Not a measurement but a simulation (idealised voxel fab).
The process module presented herein is designated voxel double patterning.
Displayed cross-section: cut, width of 210 nm, square cells sized 5 nm.
Throughout this document, each cross-section is represented as a grid of square cells and is presented as a sequence of bands enumerated from the top downward, where a band comprises one or more rows of cells. The band entry comprises the height of the band's top followed by the height of its bottom, expressed in nm, and subsequently the band's materials from left to right, each stated together with its width in nm. Where a single material is marked with the word "throughout", that material fills the band from edge to edge. The word "blank" represents empty space. Height 0 is the level under which the wafer as received is all one material. The lowest band goes on downwards, as in "0 and below". Graded width ("30 to 40"): value in top row of band = first number; value in bottom row = second number; row-to-row change constant. It should be understood that the words "everything unchanged", when stated for a given step, signify that the cross-section underwent no change in any of its cells during that step. Reported under the label "Closed-off voids" are the empty spaces having no open way to the top and comprising 8 cells or more; the notation for each is width x height at distance, in which the distance is measured from the left edge and all three values are in nm. Read whatever lies past the settings on a step's line as the simulator's own remark about the step. A step's line can hold "overlay nm"; with a mask on that step, the setting says how far right of the planned place the mask lay, while a negative setting says it lay to the left.

These are the steps we planned for the process:
step 1: RECEIVE [material Si]
step 2: CONFORMAL_DEP [material SiO2] [thk nm 10]
step 3: DIRECTIONAL_DEP [material polySi] [thk nm 10]
step 4: DIRECTIONAL_DEP [material SiCN] [thk nm 5]
step 5: DIRECTIONAL_DEP [material aC] [thk nm 10]
step 6: PATTERN [tone open] [mask id FIRST] [material resist] [width nm 15] [pitch nm 50] [thk nm 30] [overlay nm 0]
step 7: DIRECTIONAL_ETCH [etch materials aC] [depth nm 10]
step 8: STRIP [etch materials resist]
step 9: DIRECTIONAL_ETCH [etch materials SiCN] [depth nm 5]
step 10: STRIP [etch materials aC]
step 11: MASKED_ETCH [tone open] [mask id SECOND] [width nm 15] [pitch nm 50] [etch materials SiCN] [depth nm 5] [overlay nm 0]
step 12: DIRECTIONAL_ETCH [etch materials polySi] [depth nm 10]
step 13: STRIP [etch materials SiCN]

Cross-section of the wafer at receipt, which is the condition after step 1:
- 0 and below | Si throughout
- Closed-off voids: none

Cross-section: first of two wafers, module finished, run according to plan:
- 20 down to 10 | polySi: 45 / blank: 15 / polySi: 10 / blank: 15 / polySi: 10 / blank: 15 / polySi: 10 / blank: 15 / polySi: 10 / blank: 15 / polySi: 50
- 10 down to 0 | SiO2 throughout
- 0 and below | Si throughout
- Closed-off voids: none

This cross-section belongs to the second wafer of two at the end of the module; the start and the plan were shared with the first, and the run included one mistake:
- 20 down to 10 | polySi: 50 / blank: 15 / polySi: 5 / blank: 15 / polySi: 15 / blank: 15 / polySi: 5 / blank: 15 / polySi: 15 / blank: 15 / polySi: 45
- 10 down to 0 | SiO2 throughout
- 0 and below | Si throughout
- Closed-off voids: none
What was done differently from what was planned? not per plan at step 6, really ran PATTERN [tone open] [mask id FIRST] [material resist] [width nm 15] [pitch nm 50] [thk nm 30] [overlay nm 5]
Comparing end states, the material composition by cell count is preserved from the first wafer to the second, while the locations of the cells are not.
